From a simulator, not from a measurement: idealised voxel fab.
Documented hereafter: the process module known as voxel air gaps.
Cross-sectional view cut (width: 165 nm; square cell size: 5 nm).
If you're reading a cross-section in this doc, picture square cells in a grid; it comes to you as bands, top ones listed first down to the bottom, and a band can be one or more rows of cells.
Look at the band entry: it leads with the top's height and the bottom's height in nm. Then it lists the materials left to right, with a width in nm for each. The word "full width" on a single material says that material fills the band edge to edge. The word "blank" is empty space.
Heights are measured from 0, the level below which the as-received wafer is all one material; the lowest band has no bottom and continues downward, written as in "0 nm and below".
A width given as "30 to 40" starts at the first number in the band's top row and ends at the second number in its bottom row, shifting by an equal amount at every step from row to row.
Step marked "no modification"? Then no cell in the cross-section changed in it.
Empty spaces without an open route to the top, at least 8 cells in extent, make up the entry "Cavities, sealed"; each is given as width x height at distance, where the distance is measured from the left edge, and all are in nm.
Heads up: the bit after the settings on a step's line is the simulator's remark on that step.
overlay nm: where the mask lay relative to plan, measured to the right, on steps with a mask; negatives go left.
Pairs from here to the end. Each: cross-section before one process step, cross-section after it, the latter only as far down as the lowest band that changed. Under each: the step between, and its settings. Mind that the pairs may be taken from different runs of this module on the same starting wafer; whether a pair continues from the pair above depends on its entry headed "State before", and it does only where that entry says so.

State before:
0 nm and below | Si full width
Cavities, sealed: none

Post-Step Cross-Section:
15 nm to 0 nm | SiO2 full width
Below 0, the layers are the same as they were.
Cavities, sealed: none
Between the two cross-sections shown above lies CONFORMAL_DEP [material SiO2] [thk nm 15]

State before: after-state, pair directly above.

Post-Step Cross-Section:
20 nm to 15 nm | SiCN full width
Below 15, the layers are the same as they were.
Cavities, sealed: none
Between the two cross-sections shown above lies CONFORMAL_DEP [material SiCN] [thk nm 5]

State before: after-state, pair directly above.

Post-Step Cross-Section:
50 nm to 20 nm | SiO2 full width
Below 20, the layers are the same as they were.
Cavities, sealed: none
Between the two cross-sections shown above lies DIRECTIONAL_DEP [material SiO2] [thk nm 30]

State before: after-state, pair directly above.

Post-Step Cross-Section:
60 nm to 50 nm | aC full width
Below 50, the layers are the same as they were.
Cavities, sealed: none
Between the two cross-sections shown above lies DIRECTIONAL_DEP [material aC] [thk nm 10]

State before: after-state, pair directly above.

Post-Step Cross-Section:
85 nm to 60 nm | resist 35 / blank 15 / resist 25 / blank 15 / resist 25 / blank 15 / resist 35
Below 60, the layers are the same as they were.
Cavities, sealed: none
Between the two cross-sections shown above lies PATTERN [tone open] [mask id LINES] [material resist] [width nm 15] [pitch nm 40] [thk nm 25] [overlay nm 0]

State before: after-state, pair directly above.

Post-Step Cross-Section:
75 nm to 60 nm | resist 35 / blank 15 / resist 25 / blank 15 / resist 25 / blank 15 / resist 35
60 nm to 50 nm | aC 35 / blank 15 / aC 25 / blank 15 / aC 25 / blank 15 / aC 35
Below 50, the layers are the same as they were.
Cavities, sealed: none
Between the two cross-sections shown above lies DIRECTIONAL_ETCH [etch materials aC] [depth nm 10]

State before: after-state, pair directly above.

Post-Step Cross-Section:
60 nm to 50 nm | aC 35 / blank 15 / aC 25 / blank 15 / aC 25 / blank 15 / aC 35
Below 50, the layers are the same as they were.
Cavities, sealed: none
Between the two cross-sections shown above lies STRIP [etch materials resist]

State before: after-state, pair directly above.

Post-Step Cross-Section:
60 nm to 50 nm | aC 35 / blank 15 / aC 25 / blank 15 / aC 25 / blank 15 / aC 35
50 nm to 20 nm | SiO2 35 / blank 15 / SiO2 25 / blank 15 / SiO2 25 / blank 15 / SiO2 35
Below 20, the layers are the same as they were.
Cavities, sealed: none
Between the two cross-sections shown above lies DIRECTIONAL_ETCH [etch materials SiO2] [depth nm 30]

State before: after-state, pair directly above.

Post-Step Cross-Section:
50 nm to 20 nm | SiO2 35 / blank 15 / SiO2 25 / blank 15 / SiO2 25 / blank 15 / SiO2 35
Below 20, the layers are the same as they were.
Cavities, sealed: none
Between the two cross-sections shown above lies STRIP [etch materials aC]

State before: after-state, pair directly above.

Post-Step Cross-Section:
55 nm to 50 nm | TiN 40 / blank 5 / TiN 35 / blank 5 / TiN 35 / blank 5 / TiN 40
50 nm to 25 nm | SiO2 35 / TiN 5 / blank 5 / TiN 5 / SiO2 25 / TiN 5 / blank 5 / TiN 5 / SiO2 25 / TiN 5 / blank 5 / TiN 5 / SiO2 35
25 nm to 20 nm | SiO2 35 / TiN 15 / SiO2 25 / TiN 15 / SiO2 25 / TiN 15 / SiO2 35
Below 20, the layers are the same as they were.
Cavities, sealed: none
Between the two cross-sections shown above lies CONFORMAL_DEP [material TiN] [thk nm 5]

State before: after-state, pair directly above.

Post-Step Cross-Section:
65 nm to 55 nm | W full width
55 nm to 50 nm | TiN 40 / W 5 / TiN 35 / W 5 / TiN 35 / W 5 / TiN 40
50 nm to 25 nm | SiO2 35 / TiN 5 / W 5 / TiN 5 / SiO2 25 / TiN 5 / W 5 / TiN 5 / SiO2 25 / TiN 5 / W 5 / TiN 5 / SiO2 35
Below 25, the layers are the same as they were.
Cavities, sealed: none
Between the two cross-sections shown above lies FILL_DEP [material W] [thk nm 10]

State before: after-state, pair directly above.

Post-Step Cross-Section:
50 nm to 25 nm | SiO2 35 / TiN 5 / W 5 / TiN 5 / SiO2 25 / TiN 5 / W 5 / TiN 5 / SiO2 25 / TiN 5 / W 5 / TiN 5 / SiO2 35
Below 25, the layers are the same as they were.
Cavities, sealed: none
Between the two cross-sections shown above lies CMP [height nm 50]

State before: after-state, pair directly above.

Post-Step Cross-Section:
60 nm to 50 nm | blank 25 / Ru 35 / blank 5 / Ru 35 / blank 5 / Ru 35 / blank 25
Below 50, the layers are the same as they were.
Cavities, sealed: none
Between the two cross-sections shown above lies EPI [material Ru] [thk nm 10]

State before: after-state, pair directly above.

Post-Step Cross-Section:
60 nm to 50 nm | blank 25 / Ru 35 / blank 5 / Ru 35 / blank 5 / Ru 35 / blank 25
50 nm to 25 nm | blank 35 / TiN 5 / W 5 / TiN 5 / blank 25 / TiN 5 / W 5 / TiN 5 / blank 25 / TiN 5 / W 5 / TiN 5 / blank 35
25 nm to 20 nm | blank 35 / TiN 15 / blank 25 / TiN 15 / blank 25 / TiN 15 / blank 35
Below 20, the layers are the same as they were.
Cavities, sealed: none
Between the two cross-sections shown above lies SELECTIVE_ETCH [etch materials SiO2] [depth nm 40]

State before: after-state, pair directly above.

Post-Step Cross-Section:
65 nm to 60 nm | blank 20 / SiCN 125 / blank 20
60 nm to 50 nm | blank 20 / SiCN 5 / Ru 35 / SiCN 5 / Ru 35 / SiCN 5 / Ru 35 / SiCN 5 / blank 20
50 nm to 45 nm | blank 20 / SiCN 15 / TiN 5 / W 5 / TiN 5 / SiCN 25 / TiN 5 / W 5 / TiN 5 / SiCN 25 / TiN 5 / W 5 / TiN 5 / SiCN 15 / blank 20
45 nm to 25 nm | blank 30 / SiCN 5 / TiN 5 / W 5 / TiN 5 / SiCN 5 / blank 15 / SiCN 5 / TiN 5 / W 5 / TiN 5 / SiCN 5 / blank 15 / SiCN 5 / TiN 5 / W 5 / TiN 5 / SiCN 5 / blank 30
25 nm to 20 nm | SiCN 35 / TiN 15 / SiCN 25 / TiN 15 / SiCN 25 / TiN 15 / SiCN 35
Below 20, the layers are the same as they were.
Cavities, sealed: 15 x 20 at 55; 15 x 20 at 95
Between the two cross-sections shown above lies CONFORMAL_DEP [material SiCN] [thk nm 5]

State before:
0 nm and below | Si full width
Cavities, sealed: none

Post-Step Cross-Section:
5 nm to 0 nm | SiCN full width
Below 0, the layers are the same as they were.
Cavities, sealed: none
Between the two cross-sections shown above lies CONFORMAL_DEP [material SiCN] [thk nm 5]

State before: after-state, pair directly above.

Post-Step Cross-Section:
35 nm to 5 nm | SiO2 full width
Below 5, the layers are the same as they were.
Cavities, sealed: none
Between the two cross-sections shown above lies DIRECTIONAL_DEP [material SiO2] [thk nm 30]

State before: after-state, pair directly above.

Post-Step Cross-Section:
45 nm to 35 nm | aC full width
Below 35, the layers are the same as they were.
Cavities, sealed: none
Between the two cross-sections shown above lies DIRECTIONAL_DEP [material aC] [thk nm 10]

State before: after-state, pair directly above.

Post-Step Cross-Section:
70 nm to 45 nm | resist 35 / blank 15 / resist 25 / blank 15 / resist 25 / blank 15 / resist 35
Below 45, the layers are the same as they were.
Cavities, sealed: none
Between the two cross-sections shown above lies PATTERN [tone open] [mask id LINES] [material resist] [width nm 15] [pitch nm 40] [thk nm 25] [overlay nm 0]

State before: after-state, pair directly above.

Post-Step Cross-Section:
60 nm to 45 nm | resist 35 / blank 15 / resist 25 / blank 15 / resist 25 / blank 15 / resist 35
45 nm to 35 nm | aC 35 / blank 15 / aC 25 / blank 15 / aC 25 / blank 15 / aC 35
Below 35, the layers are the same as they were.
Cavities, sealed: none
Between the two cross-sections shown above lies DIRECTIONAL_ETCH [etch materials aC] [depth nm 10]

State before: after-state, pair directly above.

Post-Step Cross-Section:
45 nm to 35 nm | aC 35 / blank 15 / aC 25 / blank 15 / aC 25 / blank 15 / aC 35
Below 35, the layers are the same as they were.
Cavities, sealed: none
Between the two cross-sections shown above lies STRIP [etch materials resist]

State before: after-state, pair directly above.

Post-Step Cross-Section:
45 nm to 35 nm | aC 35 / blank 15 / aC 25 / blank 15 / aC 25 / blank 15 / aC 35
35 nm to 5 nm | SiO2 35 / blank 15 / SiO2 25 / blank 15 / SiO2 25 / blank 15 / SiO2 35
Below 5, the layers are the same as they were.
Cavities, sealed: none
Between the two cross-sections shown above lies DIRECTIONAL_ETCH [etch materials SiO2] [depth nm 30]

State before: after-state, pair directly above.

Post-Step Cross-Section:
35 nm to 5 nm | SiO2 35 / blank 15 / SiO2 25 / blank 15 / SiO2 25 / blank 15 / SiO2 35
Below 5, the layers are the same as they were.
Cavities, sealed: none
Between the two cross-sections shown above lies STRIP [etch materials aC]

State before: after-state, pair directly above.

Post-Step Cross-Section:
40 nm to 35 nm | TiN 40 / blank 5 / TiN 35 / blank 5 / TiN 35 / blank 5 / TiN 40
35 nm to 10 nm | SiO2 35 / TiN 5 / blank 5 / TiN 5 / SiO2 25 / TiN 5 / blank 5 / TiN 5 / SiO2 25 / TiN 5 / blank 5 / TiN 5 / SiO2 35
10 nm to 5 nm | SiO2 35 / TiN 15 / SiO2 25 / TiN 15 / SiO2 25 / TiN 15 / SiO2 35
Below 5, the layers are the same as they were.
Cavities, sealed: none
Between the two cross-sections shown above lies CONFORMAL_DEP [material TiN] [thk nm 5]

State before: after-state, pair directly above.

Post-Step Cross-Section:
50 nm to 40 nm | W full width
40 nm to 35 nm | TiN 40 / W 5 / TiN 35 / W 5 / TiN 35 / W 5 / TiN 40
35 nm to 10 nm | SiO2 35 / TiN 5 / W 5 / TiN 5 / SiO2 25 / TiN 5 / W 5 / TiN 5 / SiO2 25 / TiN 5 / W 5 / TiN 5 / SiO2 35
Below 10, the layers are the same as they were.
Cavities, sealed: none
Between the two cross-sections shown above lies FILL_DEP [material W] [thk nm 10]

State before: after-state, pair directly above.

Post-Step Cross-Section:
60 nm to 50 nm | Ru full width
Below 50, the layers are the same as they were.
Cavities, sealed: none
Between the two cross-sections shown above lies EPI [material Ru] [thk nm 10]

State before: after-state, pair directly above.

Post-Step Cross-Section:
65 nm to 60 nm | SiCN full width
Below 60, the layers are the same as they were.
Cavities, sealed: none
Between the two cross-sections shown above lies CONFORMAL_DEP [material SiCN] [thk nm 5]

State before:
60 nm to 50 nm | blank 25 / Ru 35 / blank 5 / Ru 35 / blank 5 / Ru 35 / blank 25
50 nm to 25 nm | SiO2 35 / TiN 5 / W 5 / TiN 5 / SiO2 25 / TiN 5 / W 5 / TiN 5 / SiO2 25 / TiN 5 / W 5 / TiN 5 / SiO2 35
25 nm to 20 nm | SiO2 35 / TiN 15 / SiO2 25 / TiN 15 / SiO2 25 / TiN 15 / SiO2 35
20 nm to 15 nm | SiCN full width
15 nm to 0 nm | SiO2 full width
0 nm and below | Si full width
Cavities, sealed: none

Post-Step Cross-Section:
70 nm to 50 nm | blank 15 / Ru 135 / blank 15
Below 50, the layers are the same as they were.
Cavities, sealed: none
Between the two cross-sections shown above lies EPI [material Ru] [thk nm 10]

State before: after-state, pair directly above.

Post-Step Cross-Section:
70 nm to 50 nm | blank 15 / Ru 135 / blank 15
50 nm to 25 nm | blank 35 / TiN 5 / W 5 / TiN 5 / SiO2 25 / TiN 5 / W 5 / TiN 5 / SiO2 25 / TiN 5 / W 5 / TiN 5 / blank 35
25 nm to 20 nm | blank 35 / TiN 15 / SiO2 25 / TiN 15 / SiO2 25 / TiN 15 / blank 35
Below 20, the layers are the same as they were.
Cavities, sealed: none
Between the two cross-sections shown above lies SELECTIVE_ETCH [etch materials SiO2] [depth nm 40]

State before: after-state, pair directly above.

Post-Step Cross-Section:
75 nm to 70 nm | blank 10 / SiCN 145 / blank 10
70 nm to 50 nm | blank 10 / SiCN 5 / Ru 135 / SiCN 5 / blank 10
50 nm to 45 nm | blank 10 / SiCN 25 / TiN 5 / W 5 / TiN 5 / SiO2 25 / TiN 5 / W 5 / TiN 5 / SiO2 25 / TiN 5 / W 5 / TiN 5 / SiCN 25 / blank 10
45 nm to 25 nm | blank 30 / SiCN 5 / TiN 5 / W 5 / TiN 5 / SiO2 25 / TiN 5 / W 5 / TiN 5 / SiO2 25 / TiN 5 / W 5 / TiN 5 / SiCN 5 / blank 30
25 nm to 20 nm | SiCN 35 / TiN 15 / SiO2 25 / TiN 15 / SiO2 25 / TiN 15 / SiCN 35
Below 20, the layers are the same as they were.
Cavities, sealed: none
Between the two cross-sections shown above lies CONFORMAL_DEP [material SiCN] [thk nm 5]

State before:
15 nm to 0 nm | SiO2 full width
0 nm and below | Si full width
Cavities, sealed: none

Post-Step Cross-Section:
45 nm to 0 nm | SiO2 full width
Below 0, the layers are the same as they were.
Cavities, sealed: none
Between the two cross-sections shown above lies DIRECTIONAL_DEP [material SiO2] [thk nm 30]

State before: after-state, pair directly above.

Post-Step Cross-Section:
50 nm to 45 nm | SiCN full width
Below 45, the layers are the same as they were.
Cavities, sealed: none
Between the two cross-sections shown above lies CONFORMAL_DEP [material SiCN] [thk nm 5]

State before: after-state, pair directly above.

Post-Step Cross-Section:
60 nm to 50 nm | aC full width
Below 50, the layers are the same as they were.
Cavities, sealed: none
Between the two cross-sections shown above lies DIRECTIONAL_DEP [material aC] [thk nm 10]

State before: after-state, pair directly above.

Post-Step Cross-Section:
85 nm to 60 nm | resist 35 / blank 15 / resist 25 / blank 15 / resist 25 / blank 15 / resist 35
Below 60, the layers are the same as they were.
Cavities, sealed: none
Between the two cross-sections shown above lies PATTERN [tone open] [mask id LINES] [material resist] [width nm 15] [pitch nm 40] [thk nm 25] [overlay nm 0]

State before: after-state, pair directly above.

Post-Step Cross-Section:
75 nm to 60 nm | resist 35 / blank 15 / resist 25 / blank 15 / resist 25 / blank 15 / resist 35
60 nm to 50 nm | aC 35 / blank 15 / aC 25 / blank 15 / aC 25 / blank 15 / aC 35
Below 50, the layers are the same as they were.
Cavities, sealed: none
Between the two cross-sections shown above lies DIRECTIONAL_ETCH [etch materials aC] [depth nm 10]

State before: after-state, pair directly above.

Post-Step Cross-Section:
60 nm to 50 nm | aC 35 / blank 15 / aC 25 / blank 15 / aC 25 / blank 15 / aC 35
Below 50, the layers are the same as they were.
Cavities, sealed: none
Between the two cross-sections shown above lies STRIP [etch materials resist]

State before: after-state, pair directly above.

Post-Step Cross-Section:
50 nm to 45 nm | SiCN full width
Below 45, the layers are the same as they were.
Cavities, sealed: none
Between the two cross-sections shown above lies STRIP [etch materials aC]

State before: after-state, pair directly above.

Post-Step Cross-Section:
55 nm to 50 nm | TiN full width
Below 50, the layers are the same as they were.
Cavities, sealed: none
Between the two cross-sections shown above lies CONFORMAL_DEP [material TiN] [thk nm 5]

State before: after-state, pair directly above.

Post-Step Cross-Section:
65 nm to 55 nm | W full width
Below 55, the layers are the same as they were.
Cavities, sealed: none
Between the two cross-sections shown above lies FILL_DEP [material W] [thk nm 10]

State before: after-state, pair directly above.

Post-Step Cross-Section:
50 nm to 45 nm | SiCN full width
Below 45, the layers are the same as they were.
Cavities, sealed: none
Between the two cross-sections shown above lies CMP [height nm 50]

State before: after-state, pair directly above.

Post-Step Cross-Section:
55 nm to 45 nm | SiCN full width
Below 45, the layers are the same as they were.
Cavities, sealed: none
Between the two cross-sections shown above lies CONFORMAL_DEP [material SiCN] [thk nm 5]

State before:
15 nm to 0 nm | SiO2 full width
0 nm and below | Si full width
Cavities, sealed: none

Post-Step Cross-Section:
30 nm to 15 nm | SiCN full width
Below 15, the layers are the same as they were.
Cavities, sealed: none
Between the two cross-sections shown above lies CONFORMAL_DEP [material SiCN] [thk nm 15]

State before: after-state, pair directly above.

Post-Step Cross-Section:
60 nm to 30 nm | SiO2 full width
Below 30, the layers are the same as they were.
Cavities, sealed: none
Between the two cross-sections shown above lies DIRECTIONAL_DEP [material SiO2] [thk nm 30]

State before: after-state, pair directly above.

Post-Step Cross-Section:
70 nm to 60 nm | aC full width
Below 60, the layers are the same as they were.
Cavities, sealed: none
Between the two cross-sections shown above lies DIRECTIONAL_DEP [material aC] [thk nm 10]

State before: after-state, pair directly above.

Post-Step Cross-Section:
95 nm to 70 nm | resist 35 / blank 15 / resist 25 / blank 15 / resist 25 / blank 15 / resist 35
Below 70, the layers are the same as they were.
Cavities, sealed: none
Between the two cross-sections shown above lies PATTERN [tone open] [mask id LINES] [material resist] [width nm 15] [pitch nm 40] [thk nm 25] [overlay nm 0]

State before: after-state, pair directly above.

Post-Step Cross-Section:
85 nm to 70 nm | resist 35 / blank 15 / resist 25 / blank 15 / resist 25 / blank 15 / resist 35
70 nm to 60 nm | aC 35 / blank 15 / aC 25 / blank 15 / aC 25 / blank 15 / aC 35
Below 60, the layers are the same as they were.
Cavities, sealed: none
Between the two cross-sections shown above lies DIRECTIONAL_ETCH [etch materials aC] [depth nm 10]

State before: after-state, pair directly above.

Post-Step Cross-Section:
70 nm to 60 nm | aC 35 / blank 15 / aC 25 / blank 15 / aC 25 / blank 15 / aC 35
Below 60, the layers are the same as they were.
Cavities, sealed: none
Between the two cross-sections shown above lies STRIP [etch materials resist]

State before: after-state, pair directly above.

Post-Step Cross-Section:
70 nm to 60 nm | aC 35 / blank 15 / aC 25 / blank 15 / aC 25 / blank 15 / aC 35
60 nm to 30 nm | SiO2 35 / blank 15 / SiO2 25 / blank 15 / SiO2 25 / blank 15 / SiO2 35
Below 30, the layers are the same as they were.
Cavities, sealed: none
Between the two cross-sections shown above lies DIRECTIONAL_ETCH [etch materials SiO2] [depth nm 30]

State before: after-state, pair directly above.

Post-Step Cross-Section:
60 nm to 30 nm | SiO2 35 / blank 15 / SiO2 25 / blank 15 / SiO2 25 / blank 15 / SiO2 35
Below 30, the layers are the same as they were.
Cavities, sealed: none
Between the two cross-sections shown above lies STRIP [etch materials aC]

State before: after-state, pair directly above.

Post-Step Cross-Section:
65 nm to 60 nm | TiN 40 / blank 5 / TiN 35 / blank 5 / TiN 35 / blank 5 / TiN 40
60 nm to 35 nm | SiO2 35 / TiN 5 / blank 5 / TiN 5 / SiO2 25 / TiN 5 / blank 5 / TiN 5 / SiO2 25 / TiN 5 / blank 5 / TiN 5 / SiO2 35
35 nm to 30 nm | SiO2 35 / TiN 15 / SiO2 25 / TiN 15 / SiO2 25 / TiN 15 / SiO2 35
Below 30, the layers are the same as they were.
Cavities, sealed: none
Between the two cross-sections shown above lies CONFORMAL_DEP [material TiN] [thk nm 5]

State before: after-state, pair directly above.

Post-Step Cross-Section:
75 nm to 65 nm | W full width
65 nm to 60 nm | TiN 40 / W 5 / TiN 35 / W 5 / TiN 35 / W 5 / TiN 40
60 nm to 35 nm | SiO2 35 / TiN 5 / W 5 / TiN 5 / SiO2 25 / TiN 5 / W 5 / TiN 5 / SiO2 25 / TiN 5 / W 5 / TiN 5 / SiO2 35
Below 35, the layers are the same as they were.
Cavities, sealed: none
Between the two cross-sections shown above lies FILL_DEP [material W] [thk nm 10]

State before: after-state, pair directly above.

Post-Step Cross-Section:
50 nm to 35 nm | SiO2 35 / TiN 5 / W 5 / TiN 5 / SiO2 25 / TiN 5 / W 5 / TiN 5 / SiO2 25 / TiN 5 / W 5 / TiN 5 / SiO2 35
Below 35, the layers are the same as they were.
Cavities, sealed: none
Between the two cross-sections shown above lies CMP [height nm 50]

State before: after-state, pair directly above.

Post-Step Cross-Section:
60 nm to 50 nm | blank 25 / Ru 35 / blank 5 / Ru 35 / blank 5 / Ru 35 / blank 25
Below 50, the layers are the same as they were.
Cavities, sealed: none
Between the two cross-sections shown above lies EPI [material Ru] [thk nm 10]

State before: after-state, pair directly above.

Post-Step Cross-Section:
60 nm to 50 nm | blank 25 / Ru 35 / blank 5 / Ru 35 / blank 5 / Ru 35 / blank 25
50 nm to 35 nm | blank 35 / TiN 5 / W 5 / TiN 5 / blank 25 / TiN 5 / W 5 / TiN 5 / blank 25 / TiN 5 / W 5 / TiN 5 / blank 35
35 nm to 30 nm | blank 35 / TiN 15 / blank 25 / TiN 15 / blank 25 / TiN 15 / blank 35
Below 30, the layers are the same as they were.
Cavities, sealed: none
Between the two cross-sections shown above lies SELECTIVE_ETCH [etch materials SiO2] [depth nm 40]

State before: after-state, pair directly above.

Post-Step Cross-Section:
65 nm to 60 nm | blank 20 / SiCN 125 / blank 20
60 nm to 50 nm | blank 20 / SiCN 5 / Ru 35 / SiCN 5 / Ru 35 / SiCN 5 / Ru 35 / SiCN 5 / blank 20
50 nm to 45 nm | blank 20 / SiCN 15 / TiN 5 / W 5 / TiN 5 / SiCN 25 / TiN 5 / W 5 / TiN 5 / SiCN 25 / TiN 5 / W 5 / TiN 5 / SiCN 15 / blank 20
45 nm to 35 nm | blank 30 / SiCN 5 / TiN 5 / W 5 / TiN 5 / SiCN 5 / blank 15 / SiCN 5 / TiN 5 / W 5 / TiN 5 / SiCN 5 / blank 15 / SiCN 5 / TiN 5 / W 5 / TiN 5 / SiCN 5 / blank 30
35 nm to 30 nm | SiCN 35 / TiN 15 / SiCN 25 / TiN 15 / SiCN 25 / TiN 15 / SiCN 35
Below 30, the layers are the same as they were.
Cavities, sealed: none
Between the two cross-sections shown above lies CONFORMAL_DEP [material SiCN] [thk nm 5]

State before:
60 nm to 50 nm | aC full width
50 nm to 20 nm | SiO2 full width
20 nm to 15 nm | SiCN full width
15 nm to 0 nm | SiO2 full width
0 nm and below | Si full width
Cavities, sealed: none

Post-Step Cross-Section:
85 nm to 60 nm | resist 35 / blank 20 / resist 20 / blank 20 / resist 20 / blank 20 / resist 30
Below 60, the layers are the same as they were.
Cavities, sealed: none
Between the two cross-sections shown above lies PATTERN [tone open] [mask id LINES] [material resist] [width nm 20] [pitch nm 40] [thk nm 25] [overlay nm 0]

State before: after-state, pair directly above.

Post-Step Cross-Section:
75 nm to 60 nm | resist 35 / blank 20 / resist 20 / blank 20 / resist 20 / blank 20 / resist 30
60 nm to 50 nm | aC 35 / blank 20 / aC 20 / blank 20 / aC 20 / blank 20 / aC 30
Below 50, the layers are the same as they were.
Cavities, sealed: none
Between the two cross-sections shown above lies DIRECTIONAL_ETCH [etch materials aC] [depth nm 10]

State before: after-state, pair directly above.

Post-Step Cross-Section:
60 nm to 50 nm | aC 35 / blank 20 / aC 20 / blank 20 / aC 20 / blank 20 / aC 30
Below 50, the layers are the same as they were.
Cavities, sealed: none
Between the two cross-sections shown above lies STRIP [etch materials resist]

State before: after-state, pair directly above.

Post-Step Cross-Section:
60 nm to 50 nm | aC 35 / blank 20 / aC 20 / blank 20 / aC 20 / blank 20 / aC 30
50 nm to 20 nm | SiO2 35 / blank 20 / SiO2 20 / blank 20 / SiO2 20 / blank 20 / SiO2 30
Below 20, the layers are the same as they were.
Cavities, sealed: none
Between the two cross-sections shown above lies DIRECTIONAL_ETCH [etch materials SiO2] [depth nm 30]

State before: after-state, pair directly above.

Post-Step Cross-Section:
50 nm to 20 nm | SiO2 35 / blank 20 / SiO2 20 / blank 20 / SiO2 20 / blank 20 / SiO2 30
Below 20, the layers are the same as they were.
Cavities, sealed: none
Between the two cross-sections shown above lies STRIP [etch materials aC]

State before: after-state, pair directly above.

Post-Step Cross-Section:
55 nm to 50 nm | TiN 40 / blank 10 / TiN 30 / blank 10 / TiN 30 / blank 10 / TiN 35
50 nm to 25 nm | SiO2 35 / TiN 5 / blank 10 / TiN 5 / SiO2 20 / TiN 5 / blank 10 / TiN 5 / SiO2 20 / TiN 5 / blank 10 / TiN 5 / SiO2 30
25 nm to 20 nm | SiO2 35 / TiN 20 / SiO2 20 / TiN 20 / SiO2 20 / TiN 20 / SiO2 30
Below 20, the layers are the same as they were.
Cavities, sealed: none
Between the two cross-sections shown above lies CONFORMAL_DEP [material TiN] [thk nm 5]

State before: after-state, pair directly above.

Post-Step Cross-Section:
65 nm to 55 nm | W full width
55 nm to 50 nm | TiN 40 / W 10 / TiN 30 / W 10 / TiN 30 / W 10 / TiN 35
50 nm to 25 nm | SiO2 35 / TiN 5 / W 10 / TiN 5 / SiO2 20 / TiN 5 / W 10 / TiN 5 / SiO2 20 / TiN 5 / W 10 / TiN 5 / SiO2 30
Below 25, the layers are the same as they were.
Cavities, sealed: none
Between the two cross-sections shown above lies FILL_DEP [material W] [thk nm 10]

State before: after-state, pair directly above.

Post-Step Cross-Section:
50 nm to 25 nm | SiO2 35 / TiN 5 / W 10 / TiN 5 / SiO2 20 / TiN 5 / W 10 / TiN 5 / SiO2 20 / TiN 5 / W 10 / TiN 5 / SiO2 30
Below 25, the layers are the same as they were.
Cavities, sealed: none
Between the two cross-sections shown above lies CMP [height nm 50]

State before: after-state, pair directly above.

Post-Step Cross-Section:
60 nm to 50 nm | blank 25 / Ru 120 / blank 20
Below 50, the layers are the same as they were.
Cavities, sealed: none
Between the two cross-sections shown above lies EPI [material Ru] [thk nm 10]

State before: after-state, pair directly above.

Post-Step Cross-Section:
60 nm to 50 nm | blank 25 / Ru 120 / blank 20
50 nm to 25 nm | blank 35 / TiN 5 / W 10 / TiN 5 / SiO2 20 / TiN 5 / W 10 / TiN 5 / SiO2 20 / TiN 5 / W 10 / TiN 5 / blank 30
25 nm to 20 nm | blank 35 / TiN 20 / SiO2 20 / TiN 20 / SiO2 20 / TiN 20 / blank 30
Below 20, the layers are the same as they were.
Cavities, sealed: none
Between the two cross-sections shown above lies SELECTIVE_ETCH [etch materials SiO2] [depth nm 40]

State before: after-state, pair directly above.

Post-Step Cross-Section:
65 nm to 60 nm | blank 20 / SiCN 130 / blank 15
60 nm to 50 nm | blank 20 / SiCN 5 / Ru 120 / SiCN 5 / blank 15
50 nm to 45 nm | blank 20 / SiCN 15 / TiN 5 / W 10 / TiN 5 / SiO2 20 / TiN 5 / W 10 / TiN 5 / SiO2 20 / TiN 5 / W 10 / TiN 5 / SiCN 15 / blank 15
45 nm to 25 nm | blank 30 / SiCN 5 / TiN 5 / W 10 / TiN 5 / SiO2 20 / TiN 5 / W 10 / TiN 5 / SiO2 20 / TiN 5 / W 10 / TiN 5 / SiCN 5 / blank 25
25 nm to 20 nm | SiCN 35 / TiN 20 / SiO2 20 / TiN 20 / SiO2 20 / TiN 20 / SiCN 30
Below 20, the layers are the same as they were.
Cavities, sealed: none
Between the two cross-sections shown above lies CONFORMAL_DEP [material SiCN] [thk nm 5]

State before:
60 nm to 50 nm | aC full width
50 nm to 20 nm | SiO2 full width
20 nm to 15 nm | SiCN full width
15 nm to 0 nm | SiO2 full width
0 nm and below | Si full width
Cavities, sealed: none

Post-Step Cross-Section:
85 nm to 60 nm | resist 40 / blank 15 / resist 25 / blank 15 / resist 25 / blank 15 / resist 30
Below 60, the layers are the same as they were.
Cavities, sealed: none
Between the two cross-sections shown above lies PATTERN [tone open] [mask id LINES] [material resist] [width nm 15] [pitch nm 40] [thk nm 25] [overlay nm 5]

State before: after-state, pair directly above.

Post-Step Cross-Section:
75 nm to 60 nm | resist 40 / blank 15 / resist 25 / blank 15 / resist 25 / blank 15 / resist 30
60 nm to 50 nm | aC 40 / blank 15 / aC 25 / blank 15 / aC 25 / blank 15 / aC 30
Below 50, the layers are the same as they were.
Cavities, sealed: none
Between the two cross-sections shown above lies DIRECTIONAL_ETCH [etch materials aC] [depth nm 10]

State before: after-state, pair directly above.

Post-Step Cross-Section:
60 nm to 50 nm | aC 40 / blank 15 / aC 25 / blank 15 / aC 25 / blank 15 / aC 30
Below 50, the layers are the same as they were.
Cavities, sealed: none
Between the two cross-sections shown above lies STRIP [etch materials resist]

State before: after-state, pair directly above.

Post-Step Cross-Section:
60 nm to 50 nm | aC 40 / blank 15 / aC 25 / blank 15 / aC 25 / blank 15 / aC 30
50 nm to 20 nm | SiO2 40 / blank 15 / SiO2 25 / blank 15 / SiO2 25 / blank 15 / SiO2 30
Below 20, the layers are the same as they were.
Cavities, sealed: none
Between the two cross-sections shown above lies DIRECTIONAL_ETCH [etch materials SiO2] [depth nm 30]

State before: after-state, pair directly above.

Post-Step Cross-Section:
50 nm to 20 nm | SiO2 40 / blank 15 / SiO2 25 / blank 15 / SiO2 25 / blank 15 / SiO2 30
Below 20, the layers are the same as they were.
Cavities, sealed: none
Between the two cross-sections shown above lies STRIP [etch materials aC]

State before: after-state, pair directly above.

Post-Step Cross-Section:
55 nm to 50 nm | TiN 45 / blank 5 / TiN 35 / blank 5 / TiN 35 / blank 5 / TiN 35
50 nm to 25 nm | SiO2 40 / TiN 5 / blank 5 / TiN 5 / SiO2 25 / TiN 5 / blank 5 / TiN 5 / SiO2 25 / TiN 5 / blank 5 / TiN 5 / SiO2 30
25 nm to 20 nm | SiO2 40 / TiN 15 / SiO2 25 / TiN 15 / SiO2 25 / TiN 15 / SiO2 30
Below 20, the layers are the same as they were.
Cavities, sealed: none
Between the two cross-sections shown above lies CONFORMAL_DEP [material TiN] [thk nm 5]

State before: after-state, pair directly above.

Post-Step Cross-Section:
65 nm to 55 nm | W full width
55 nm to 50 nm | TiN 45 / W 5 / TiN 35 / W 5 / TiN 35 / W 5 / TiN 35
50 nm to 25 nm | SiO2 40 / TiN 5 / W 5 / TiN 5 / SiO2 25 / TiN 5 / W 5 / TiN 5 / SiO2 25 / TiN 5 / W 5 / TiN 5 / SiO2 30
Below 25, the layers are the same as they were.
Cavities, sealed: none
Between the two cross-sections shown above lies FILL_DEP [material W] [thk nm 10]
